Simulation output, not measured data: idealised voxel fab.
Process module, titled voxel self aligned contacts
cross-section cut | 250 nm wide | cells 5 nm
How to read a cross-section here: the picture is a grid of square cells, written as bands going from the top down, and any band can span one or more rows of cells. Basically the band line says how high the top is and how high the bottom is, in nm, and then what's in it from left to right, every material with its width in nm. Empty space shows up as "blank", and if a single material carries "edge to edge" it runs the full band edge to edge. Zero point of the height axis is 0; under it, received wafer = one material. Lowest band: continues down indefinitely, "from 0 down". Width: "30->40" (first number = top row, second number = bottom row, same change from row to row of cells). The cross-section has no changed cell in any step marked "no change". Under "Closed void listing" you'll find the enclosed gaps, the ones with no way out to the top, that are 8 cells or bigger; each reads width x height at distance, with distance counted from the left edge, everything in nm. On a step's line, text after the settings is the simulator commenting on that step. "overlay nm" denotes, for a step that has a mask, the displacement of the mask to the right of its planned place, with negative values corresponding to the left.
## Steps planned for the process
1 op RECEIVE | material Si
2 op OXIDIZE | depth nm 5
3 op DIRECTIONAL_DEP | material polySi | thk nm 20
4 op DIRECTIONAL_DEP | material SiN | thk nm 20
5 op MASKED_ETCH | tone cover | mask id GATE | width nm 35 | pitch nm 60 | etch materials SiN | depth nm 20 | overlay nm 0
6 op MASKED_ETCH | tone cover | mask id GATE | width nm 35 | pitch nm 60 | etch materials polySi | depth nm 20 | overlay nm 0
7 op CONFORMAL_DEP | material SiN | thk nm 5
8 op DIRECTIONAL_ETCH | etch materials SiN | depth nm 5
9 op FILL_DEP | material SiO2 | thk nm 20
10 op CMP | height nm 50
11 op PATTERN | tone open | mask id CONTACT | material resist | width nm 45 | thk nm 15 | overlay nm 0
12 op DIRECTIONAL_ETCH | etch materials SiO2 | depth nm 55
13 op STRIP | etch materials resist
14 op CONFORMAL_DEP | material TiN | thk nm 5
15 op FILL_DEP | material Ru | thk nm 5
16 op CMP | height nm 50
17 op CONFORMAL_DEP | material SiN | thk nm 5
## First wafer of two (run as planned)
## As-received wafer cross-section (after step 1)
> from 0 down: Si edge to edge
> Closed void listing: none
## Take a look at the wafer's cross-section after step 2
> from 0 to -5: SiO2 edge to edge
> Below a height of -5, the structure has not been altered.
## Take a look at the wafer's cross-section after step 3
> from 20 to 0: polySi edge to edge
> Below a height of 0, the structure has not been altered.
## Take a look at the wafer's cross-section after step 4
> from 40 to 20: SiN edge to edge
> Below a height of 20, the structure has not been altered.
## Take a look at the wafer's cross-section after step 5
> from 40 to 20: 75 nm blank, 35 nm SiN, 25 nm blank, 35 nm SiN, 80 nm blank
> Below a height of 20, the structure has not been altered.
## Take a look at the wafer's cross-section after step 6
> from 40 to 20: 75 nm blank, 35 nm SiN, 25 nm blank, 35 nm SiN, 80 nm blank
> from 20 to 0: 75 nm blank, 35 nm polySi, 25 nm blank, 35 nm polySi, 80 nm blank
> Below a height of 0, the structure has not been altered.
## Take a look at the wafer's cross-section after step 7
> from 45 to 20: 70 nm blank, 45 nm SiN, 15 nm blank, 45 nm SiN, 75 nm blank
> from 20 to 5: 70 nm blank, 5 nm SiN, 35 nm polySi, 5 nm SiN, 15 nm blank, 5 nm SiN, 35 nm polySi, 5 nm SiN, 75 nm blank
> from 5 to 0: 75 nm SiN, 35 nm polySi, 25 nm SiN, 35 nm polySi, 80 nm SiN
> Below a height of 0, the structure has not been altered.
## Take a look at the wafer's cross-section after step 8
> from 40 to 20: 70 nm blank, 45 nm SiN, 15 nm blank, 45 nm SiN, 75 nm blank
> from 20 to 0: 70 nm blank, 5 nm SiN, 35 nm polySi, 5 nm SiN, 15 nm blank, 5 nm SiN, 35 nm polySi, 5 nm SiN, 75 nm blank
> Below a height of 0, the structure has not been altered.
## Take a look at the wafer's cross-section after step 9
> from 60 to 40: SiO2 edge to edge
> from 40 to 20: 70 nm SiO2, 45 nm SiN, 15 nm SiO2, 45 nm SiN, 75 nm SiO2
> from 20 to 0: 70 nm SiO2, 5 nm SiN, 35 nm polySi, 5 nm SiN, 15 nm SiO2, 5 nm SiN, 35 nm polySi, 5 nm SiN, 75 nm SiO2
> Below a height of 0, the structure has not been altered.
## Take a look at the wafer's cross-section after step 10
> from 50 to 40: SiO2 edge to edge
> Below a height of 40, the structure has not been altered.
## Take a look at the wafer's cross-section after step 11
> from 65 to 50: 100 nm resist, 45 nm blank, 105 nm resist
> Below a height of 50, the structure has not been altered.
## Take a look at the wafer's cross-section after step 12
> from 65 to 50: 100 nm resist, 45 nm blank, 105 nm resist
> from 50 to 40: 100 nm SiO2, 45 nm blank, 105 nm SiO2
> from 40 to 20: 70 nm SiO2, 45 nm SiN, 15 nm blank, 45 nm SiN, 75 nm SiO2
> from 20 to 0: 70 nm SiO2, 5 nm SiN, 35 nm polySi, 5 nm SiN, 15 nm blank, 5 nm SiN, 35 nm polySi, 5 nm SiN, 75 nm SiO2
> from 0 to -5: 115 nm SiO2, 15 nm blank, 120 nm SiO2
> Below a height of -5, the structure has not been altered.
## Take a look at the wafer's cross-section after step 13
> from 50 to 40: 100 nm SiO2, 45 nm blank, 105 nm SiO2
> Below a height of 40, the structure has not been altered.
## Take a look at the wafer's cross-section after step 14
> from 55 to 50: 105 nm TiN, 35 nm blank, 110 nm TiN
> from 50 to 40: 100 nm SiO2, 5->20 nm TiN, 35->5 nm blank, 5->20 nm TiN, 105 nm SiO2
> from 40 to 20: 70 nm SiO2, 45 nm SiN, 5 nm TiN, 5 nm blank, 5 nm TiN, 45 nm SiN, 75 nm SiO2
> from 20 to 0: 70 nm SiO2, 5 nm SiN, 35 nm polySi, 5 nm SiN, 5 nm TiN, 5 nm blank, 5 nm TiN, 5 nm SiN, 35 nm polySi, 5 nm SiN, 75 nm SiO2
> from 0 to -5: 115 nm SiO2, 15 nm TiN, 120 nm SiO2
> Below a height of -5, the structure has not been altered.
## Take a look at the wafer's cross-section after step 15
> from 60 to 55: Ru edge to edge
> from 55 to 50: 105 nm TiN, 35 nm Ru, 110 nm TiN
> from 50 to 40: 100 nm SiO2, 5->20 nm TiN, 35->5 nm Ru, 5->20 nm TiN, 105 nm SiO2
> from 40 to 20: 70 nm SiO2, 45 nm SiN, 5 nm TiN, 5 nm Ru, 5 nm TiN, 45 nm SiN, 75 nm SiO2
> from 20 to 0: 70 nm SiO2, 5 nm SiN, 35 nm polySi, 5 nm SiN, 5 nm TiN, 5 nm Ru, 5 nm TiN, 5 nm SiN, 35 nm polySi, 5 nm SiN, 75 nm SiO2
> Below a height of 0, the structure has not been altered.
## Take a look at the wafer's cross-section after step 16
> from 50 to 40: 100 nm SiO2, 5->20 nm TiN, 35->5 nm Ru, 5->20 nm TiN, 105 nm SiO2
> Below a height of 40, the structure has not been altered.
## Take a look at the wafer's cross-section after step 17
> from 55 to 50: SiN edge to edge
> Below a height of 50, the structure has not been altered.
## The second wafer was prepared from the same starting point and under the same plan as the first; its processing contained one mistake, and it remains indistinguishable from the first wafer up to and including step 13
## What the second wafer looks like in cross-section when step 14 should have wrapped up
> from 55 to 50: 105 nm SiN, 35 nm blank, 110 nm SiN
> from 50 to 40: 100 nm SiO2, 5->20 nm SiN, 35->5 nm blank, 5->20 nm SiN, 105 nm SiO2
> from 40 to 20: 70 nm SiO2, 50 nm SiN, 5 nm blank, 50 nm SiN, 75 nm SiO2
> from 20 to 0: 70 nm SiO2, 5 nm SiN, 35 nm polySi, 10 nm SiN, 5 nm blank, 10 nm SiN, 35 nm polySi, 5 nm SiN, 75 nm SiO2
> from 0 to -5: 115 nm SiO2, 15 nm SiN, 120 nm SiO2
> Below a height of -5, the structure has not been altered.
## What the second wafer looks like in cross-section when step 15 should have wrapped up
> from 60 to 55: Ru edge to edge
> from 55 to 50: 105 nm SiN, 35 nm Ru, 110 nm SiN
> from 50 to 40: 100 nm SiO2, 5->20 nm SiN, 35->5 nm Ru, 5->20 nm SiN, 105 nm SiO2
> from 40 to 20: 70 nm SiO2, 50 nm SiN, 5 nm Ru, 50 nm SiN, 75 nm SiO2
> from 20 to 0: 70 nm SiO2, 5 nm SiN, 35 nm polySi, 10 nm SiN, 5 nm Ru, 10 nm SiN, 35 nm polySi, 5 nm SiN, 75 nm SiO2
> Below a height of 0, the structure has not been altered.
## What the second wafer looks like in cross-section when step 16 should have wrapped up
> from 50 to 40: 100 nm SiO2, 5->20 nm SiN, 35->5 nm Ru, 5->20 nm SiN, 105 nm SiO2
> Below a height of 40, the structure has not been altered.
## What the second wafer looks like in cross-section when step 17 should have wrapped up
> from 55 to 50: SiN edge to edge
> Below a height of 50, the structure has not been altered.
What went wrong in running the wafer? so step 14 ended up running with a different setting than we planned, it ran as op CONFORMAL_DEP | material SiN | thk nm 5
Final difference in cells, second wafer against first, listed per material as more or fewer: 29 more of SiN | 29 fewer of TiN
